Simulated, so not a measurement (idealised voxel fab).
process module | voxel quadruple lines
cross-section cut | 290 nm wide | cells 5 nm
A cross-section is a grid of square cells, given in bands from the top down. A band is one or more rows of cells.
Each band's line starts with the height of the band's top and of its bottom, in nm. Then come its materials from left to right, each with its width in nm. One material with "throughout" fills the band from edge to edge. "air" is empty space.
Height 0 is the level under which the wafer as received is all one material. The lowest band goes on downwards, as in "0 down".
A width such as "30 to 40" changes by the same amount from each row of cells to the next, from the band's top row to its bottom row.
"no change" after a step means that no cell of the cross-section changed.
closed voids: empty space of 8 cells or more with no open way to the top, each as width x height at its distance from the left edge, in nm
after a step's settings: what the simulator itself notes on the step
overlay nm, on a step with a mask: how far to the right of its planned place the mask lay; to the left if negative
plan
1 op RECEIVE | material Si
2 op CONFORMAL_DEP | material Al2O3 | thk nm 10
3 op DIRECTIONAL_DEP | material Ru | thk nm 10
4 op DIRECTIONAL_DEP | material polySi | thk nm 20
5 op DIRECTIONAL_DEP | material aC | thk nm 20
6 op PATTERN | tone cover | mask id MANDREL | material resist | width nm 25 | thk nm 25 | overlay nm 0
7 op DIRECTIONAL_ETCH | etch materials aC | depth nm 20
8 op STRIP | etch materials resist
9 op CONFORMAL_DEP | material SiO2 | thk nm 15
10 op DIRECTIONAL_ETCH | etch materials SiO2 | depth nm 5
11 op STRIP | etch materials aC
12 op DIRECTIONAL_ETCH | etch materials polySi | depth nm 20
13 op STRIP | etch materials SiO2
14 op CONFORMAL_DEP | material SiN | thk nm 5
15 op DIRECTIONAL_ETCH | etch materials SiN | depth nm 5
16 op STRIP | etch materials polySi
17 op DIRECTIONAL_ETCH | etch materials Ru | depth nm 10
18 op STRIP | etch materials SiN
varied across the wafers: depth nm of step 10. The plan shows the first wafer's value. All wafers start alike
first wafer as received, after step 1
  0 down: Si throughout
  closed voids: none
each wafer at the end: cells of each material gained (+) or lost (-) since it was received, then its closed voids
depth nm 5 | +116 Al2O3 | closed voids: none
depth nm 10 | +116 Al2O3 | closed voids: none
depth nm 15 | +116 Al2O3 | +8 Ru | closed voids: none
depth nm 20 | +116 Al2O3 | +8 Ru | closed voids: none
depth nm 25 | +116 Al2O3 | +8 Ru | closed voids: none
depth nm 30 | +116 Al2O3 | +8 Ru | closed voids: none
